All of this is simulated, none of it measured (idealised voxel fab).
This section sets out a process module, namely voxel double patterning.
Cross-section cut: width 265 nm, square cells of 5 nm.
This document writes a cross-section as a grid whose cells are square, and gives it as bands, listed from the top down; one or more rows of cells form a band. What a band's entry tells you: where the top is and where the bottom is, as heights in nm, and after that what lies inside, material by material from left to right, each with its width in nm. Empty space is written as the word "blank", and a single material marked with the word "throughout" occupies the band from edge to edge. Height reference: 0 = level under which incoming wafer is all one material. Lowest band: no bottom, runs on downward, e.g. "from 0 down". A two-number width, for instance "30..40", indicates that the width is equal to the first number in the top row of the band and to the second number in the bottom row, and that it changes by a constant amount per row of cells. Where the words "no change occurred" appear for a step, the cross-section shows no cell changed by that step; every cell remained as before. "Enclosed empty spaces" contains a list of empty spaces, each no smaller than 8 cells and without an open way to the top, written in the form width x height at distance with the distance from the left edge and all three in nm. On each step's line, the part that comes after the settings is the simulator's own comment on the step. You can add "overlay nm" to a step's line. For a step with a mask, it describes how far the mask lay to the right of its planned position, and a negative number describes a lay to the left.

-- Intended process steps
1. RECEIVE with material Si
2. CONFORMAL_DEP with material SiO2, thk nm 5
3. DIRECTIONAL_DEP with material polySi, thk nm 20
4. DIRECTIONAL_DEP with material SiN, thk nm 5
5. PATTERN with tone open, mask id FIRST, material resist, width nm 15, pitch nm 50, thk nm 15, overlay nm 0
6. DIRECTIONAL_ETCH with etch materials SiN, depth nm 5
7. STRIP with etch materials resist
8. DIRECTIONAL_DEP with material aC, thk nm 10
9. PATTERN with tone open, mask id SECOND, material resist, width nm 15, pitch nm 50, thk nm 30, overlay nm 0
10. DIRECTIONAL_ETCH with etch materials aC, depth nm 10
11. STRIP with etch materials resist
12. DIRECTIONAL_ETCH with etch materials SiN, depth nm 5
13. STRIP with etch materials aC
14. DIRECTIONAL_ETCH with etch materials polySi, depth nm 20
15. STRIP with etch materials SiN

-- Of two wafers, the first: run according to plan

-- This is the cross-section of the wafer as we received it, i.e. after step 1
from 0 down = Si throughout
Enclosed empty spaces: none

-- After step 2: wafer cross-section
from 5 to 0 = SiO2 throughout
Unchanged below 0.

-- After step 3: wafer cross-section
from 25 to 5 = polySi throughout
Unchanged below 5.

-- After step 4: wafer cross-section
from 30 to 25 = SiN throughout
Unchanged below 25.

-- After step 5: wafer cross-section
from 45 to 30 = resist: 75 / blank: 15 / resist: 35 / blank: 15 / resist: 35 / blank: 15 / resist: 75
Unchanged below 30.

-- After step 6: wafer cross-section
from 45 to 30 = resist: 75 / blank: 15 / resist: 35 / blank: 15 / resist: 35 / blank: 15 / resist: 75
from 30 to 25 = SiN: 75 / blank: 15 / SiN: 35 / blank: 15 / SiN: 35 / blank: 15 / SiN: 75
Unchanged below 25.

-- After step 7: wafer cross-section
from 30 to 25 = SiN: 75 / blank: 15 / SiN: 35 / blank: 15 / SiN: 35 / blank: 15 / SiN: 75
Unchanged below 25.

-- After step 8: wafer cross-section
from 40 to 35 = aC: 75 / blank: 15 / aC: 35 / blank: 15 / aC: 35 / blank: 15 / aC: 75
from 35 to 30 = aC throughout
from 30 to 25 = SiN: 75 / aC: 15 / SiN: 35 / aC: 15 / SiN: 35 / aC: 15 / SiN: 75
Unchanged below 25.

-- After step 9: wafer cross-section
from 70 to 40 = resist: 100 / blank: 15 / resist: 35 / blank: 15 / resist: 100
from 40 to 35 = aC: 75 / resist: 15 / aC: 35 / resist: 15 / aC: 35 / resist: 15 / aC: 75
Unchanged below 35.

-- After step 10: wafer cross-section
from 60 to 40 = resist: 100 / blank: 15 / resist: 35 / blank: 15 / resist: 100
from 40 to 35 = aC: 75 / resist: 15 / aC: 10 / blank: 15 / aC: 10 / resist: 15 / aC: 10 / blank: 15 / aC: 10 / resist: 15 / aC: 75
from 35 to 30 = aC: 100 / blank: 15 / aC: 35 / blank: 15 / aC: 100
Unchanged below 30.

-- After step 11: wafer cross-section
from 40 to 35 = aC: 75 / blank: 15 / aC: 10 / blank: 15 / aC: 10 / blank: 15 / aC: 10 / blank: 15 / aC: 10 / blank: 15 / aC: 75
Unchanged below 35.

-- After step 12: wafer cross-section
from 40 to 35 = aC: 75 / blank: 15 / aC: 10 / blank: 15 / aC: 10 / blank: 15 / aC: 10 / blank: 15 / aC: 10 / blank: 15 / aC: 75
from 35 to 30 = aC: 100 / blank: 15 / aC: 35 / blank: 15 / aC: 100
from 30 to 25 = SiN: 75 / aC: 15 / SiN: 10 / blank: 15 / SiN: 10 / aC: 15 / SiN: 10 / blank: 15 / SiN: 10 / aC: 15 / SiN: 75
Unchanged below 25.

-- After step 13: wafer cross-section
from 30 to 25 = SiN: 75 / blank: 15 / SiN: 10 / blank: 15 / SiN: 10 / blank: 15 / SiN: 10 / blank: 15 / SiN: 10 / blank: 15 / SiN: 75
Unchanged below 25.

-- After step 14: wafer cross-section
from 30 to 25 = SiN: 75 / blank: 15 / SiN: 10 / blank: 15 / SiN: 10 / blank: 15 / SiN: 10 / blank: 15 / SiN: 10 / blank: 15 / SiN: 75
from 25 to 5 = polySi: 75 / blank: 15 / polySi: 10 / blank: 15 / polySi: 10 / blank: 15 / polySi: 10 / blank: 15 / polySi: 10 / blank: 15 / polySi: 75
Unchanged below 5.

-- After step 15: wafer cross-section
from 25 to 5 = polySi: 75 / blank: 15 / polySi: 10 / blank: 15 / polySi: 10 / blank: 15 / polySi: 10 / blank: 15 / polySi: 10 / blank: 15 / polySi: 75
Unchanged below 5.

-- Okay, second wafer. Nothing different at the start, nothing different in the plan, just one mistake somewhere in the running. As far as step 2, counting that step, it's the first wafer all over again

-- Cross-section: second wafer, time at which step 3 was scheduled to end
from 25 to 0 = SiO2 throughout
Unchanged below 0.

-- Cross-section: second wafer, time at which step 4 was scheduled to end
from 30 to 25 = SiN throughout
Unchanged below 25.

-- Cross-section: second wafer, time at which step 5 was scheduled to end
from 45 to 30 = resist: 75 / blank: 15 / resist: 35 / blank: 15 / resist: 35 / blank: 15 / resist: 75
Unchanged below 30.

-- Cross-section: second wafer, time at which step 6 was scheduled to end
from 45 to 30 = resist: 75 / blank: 15 / resist: 35 / blank: 15 / resist: 35 / blank: 15 / resist: 75
from 30 to 25 = SiN: 75 / blank: 15 / SiN: 35 / blank: 15 / SiN: 35 / blank: 15 / SiN: 75
Unchanged below 25.

-- Cross-section: second wafer, time at which step 7 was scheduled to end
from 30 to 25 = SiN: 75 / blank: 15 / SiN: 35 / blank: 15 / SiN: 35 / blank: 15 / SiN: 75
Unchanged below 25.

-- Cross-section: second wafer, time at which step 8 was scheduled to end
from 40 to 35 = aC: 75 / blank: 15 / aC: 35 / blank: 15 / aC: 35 / blank: 15 / aC: 75
from 35 to 30 = aC throughout
from 30 to 25 = SiN: 75 / aC: 15 / SiN: 35 / aC: 15 / SiN: 35 / aC: 15 / SiN: 75
Unchanged below 25.

-- Cross-section: second wafer, time at which step 9 was scheduled to end
from 70 to 40 = resist: 100 / blank: 15 / resist: 35 / blank: 15 / resist: 100
from 40 to 35 = aC: 75 / resist: 15 / aC: 35 / resist: 15 / aC: 35 / resist: 15 / aC: 75
Unchanged below 35.

-- Cross-section: second wafer, time at which step 10 was scheduled to end
from 60 to 40 = resist: 100 / blank: 15 / resist: 35 / blank: 15 / resist: 100
from 40 to 35 = aC: 75 / resist: 15 / aC: 10 / blank: 15 / aC: 10 / resist: 15 / aC: 10 / blank: 15 / aC: 10 / resist: 15 / aC: 75
from 35 to 30 = aC: 100 / blank: 15 / aC: 35 / blank: 15 / aC: 100
Unchanged below 30.

-- Cross-section: second wafer, time at which step 11 was scheduled to end
from 40 to 35 = aC: 75 / blank: 15 / aC: 10 / blank: 15 / aC: 10 / blank: 15 / aC: 10 / blank: 15 / aC: 10 / blank: 15 / aC: 75
Unchanged below 35.

-- Cross-section: second wafer, time at which step 12 was scheduled to end
from 40 to 35 = aC: 75 / blank: 15 / aC: 10 / blank: 15 / aC: 10 / blank: 15 / aC: 10 / blank: 15 / aC: 10 / blank: 15 / aC: 75
from 35 to 30 = aC: 100 / blank: 15 / aC: 35 / blank: 15 / aC: 100
from 30 to 25 = SiN: 75 / aC: 15 / SiN: 10 / blank: 15 / SiN: 10 / aC: 15 / SiN: 10 / blank: 15 / SiN: 10 / aC: 15 / SiN: 75
Unchanged below 25.

-- Cross-section: second wafer, time at which step 13 was scheduled to end
from 30 to 25 = SiN: 75 / blank: 15 / SiN: 10 / blank: 15 / SiN: 10 / blank: 15 / SiN: 10 / blank: 15 / SiN: 10 / blank: 15 / SiN: 75
Unchanged below 25.

Cross-section: second wafer, time at which step 14 was scheduled to end: no change occurred

-- Cross-section: second wafer, time at which step 15 was scheduled to end
from 25 to 0 = SiO2 throughout
Unchanged below 0.
Deviation noted in wafer processing: rather than as planned, step 3 actually ran as DIRECTIONAL_DEP with material SiO2, thk nm 20
Final cells, second wafer relative to first, materials higher or lower: 212 more of SiO2, 152 fewer of polySi
